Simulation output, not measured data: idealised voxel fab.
Name of the process module below: voxel local oxidation
It is cross-section cut that appears here, measuring 170 nm in width, its square cells being 5 nm in size.
The cross-sections in this document take the form of a grid made of square cells. They are written out as bands, in order from top to bottom. Each band consists of one or more rows of cells.
It is stipulated that each band's entry specify, in nanometres, the height of the top of the band and then that of its bottom, followed by the materials of the band in left-to-right sequence, each together with its width in nanometres. A single material marked by the word "throughout" is understood to fill the band from edge to edge; the word "empty" is understood to denote empty space.
Ref level 0: as-received wafer is one material below here. Bottom band extends down with no lower bound ("0 -> down").
The expression "30..40" gives the width at the extremes of the band, the first number at its top row of cells and the second at its bottom row, with the width changing by equal amounts from each row to the next in between.
Where a step carries "left unchanged", the cross-section came out of it unchanged, cell for cell.
Closed-off voids of 8+ cells (no open route to the top) go in "Enclosed empty spaces", written width x height at distance from the left edge, in nm.
Formally, on a step line, whatever follows the settings is a remark that the simulator itself makes on the step.
Each step line may optionally specify "overlay nm", which for a step with a mask gives the rightward distance between the mask's planned place and where it lay, a negative value indicating the leftward direction.
## Planned step list for the process
1: RECEIVE,material Si
2: CONFORMAL_DEP,material SiO2,thk nm 5
3: CONFORMAL_DEP,material SiN,thk nm 10
4: PATTERN,tone cover,mask id ACTIVE,material resist,width nm 95,thk nm 15,overlay nm 0
5: DIRECTIONAL_ETCH,etch materials SiN,depth nm 10
6: STRIP,etch materials resist
7: SELECTIVE_ETCH,etch materials SiO2,depth nm 5
8: OXIDIZE,depth nm 15
9: STRIP,etch materials SiN
## Run as planned: first of two wafers
## As-received wafer cross-section (after step 1)
- 0 -> down | Si throughout
- Enclosed empty spaces: none
## State of the wafer after step 2, shown in cross-section
- 5 -> 0 | SiO2 throughout
- Beneath the level 0, the cross-section is identical to its previous state.
## State of the wafer after step 3, shown in cross-section
- 15 -> 5 | SiN throughout
- Beneath the level 5, the cross-section is identical to its previous state.
## State of the wafer after step 4, shown in cross-section
- 30 -> 15 | 35 of empty  95 of resist  40 of empty
- Beneath the level 15, the cross-section is identical to its previous state.
## State of the wafer after step 5, shown in cross-section
- 30 -> 15 | 35 of empty  95 of resist  40 of empty
- 15 -> 5 | 35 of empty  95 of SiN  40 of empty
- Beneath the level 5, the cross-section is identical to its previous state.
## State of the wafer after step 6, shown in cross-section
- 15 -> 5 | 35 of empty  95 of SiN  40 of empty
- Beneath the level 5, the cross-section is identical to its previous state.
## State of the wafer after step 7, shown in cross-section
- 15 -> 5 | 35 of empty  95 of SiN  40 of empty
- 5 -> 0 | 40 of empty  85 of SiO2  45 of empty
- Beneath the level 0, the cross-section is identical to its previous state.
## State of the wafer after step 8, shown in cross-section
- 15 -> 5 | 35 of empty  95 of SiN  40 of empty
- 5 -> 0 | 40 of empty  85 of SiO2  45 of empty
- 0 -> -15 | 55 of SiO2  55 of Si  60 of SiO2
- Beneath the level -15, the cross-section is identical to its previous state.
## State of the wafer after step 9, shown in cross-section
- 5 -> 0 | 40 of empty  85 of SiO2  45 of empty
- Beneath the level 0, the cross-section is identical to its previous state.
## The second wafer was prepared from the same starting point and under the same plan as the first; its processing contained one mistake, and it remains indistinguishable from the first wafer up to and including step 5
## What the second wafer looks like in cross-section when step 6 should have wrapped up
- 15 -> 5 | 35 of empty  95 of SiN  40 of empty
- Beneath the level 5, the cross-section is identical to its previous state.
## What the second wafer looks like in cross-section when step 7 should have wrapped up
- 15 -> 5 | 35 of empty  95 of SiN  40 of empty
- 5 -> 0 | 40 of empty  85 of SiO2  45 of empty
- Beneath the level 0, the cross-section is identical to its previous state.
## What the second wafer looks like in cross-section when step 8 should have wrapped up
- 15 -> 5 | 35 of empty  95 of SiN  40 of empty
- 5 -> 0 | 40 of empty  85 of SiO2  45 of empty
- 0 -> -15 | 55 of SiO2  55 of Si  60 of SiO2
- Beneath the level -15, the cross-section is identical to its previous state.
## What the second wafer looks like in cross-section when step 9 should have wrapped up
- 5 -> 0 | 40 of empty  85 of SiO2  45 of empty
- Beneath the level 0, the cross-section is identical to its previous state.
Finding, execution versus plan: execution of plan step 6 occurred twice
Since the two wafers finish with cross-sections that are the same, nothing this model computes is changed by the mistake.
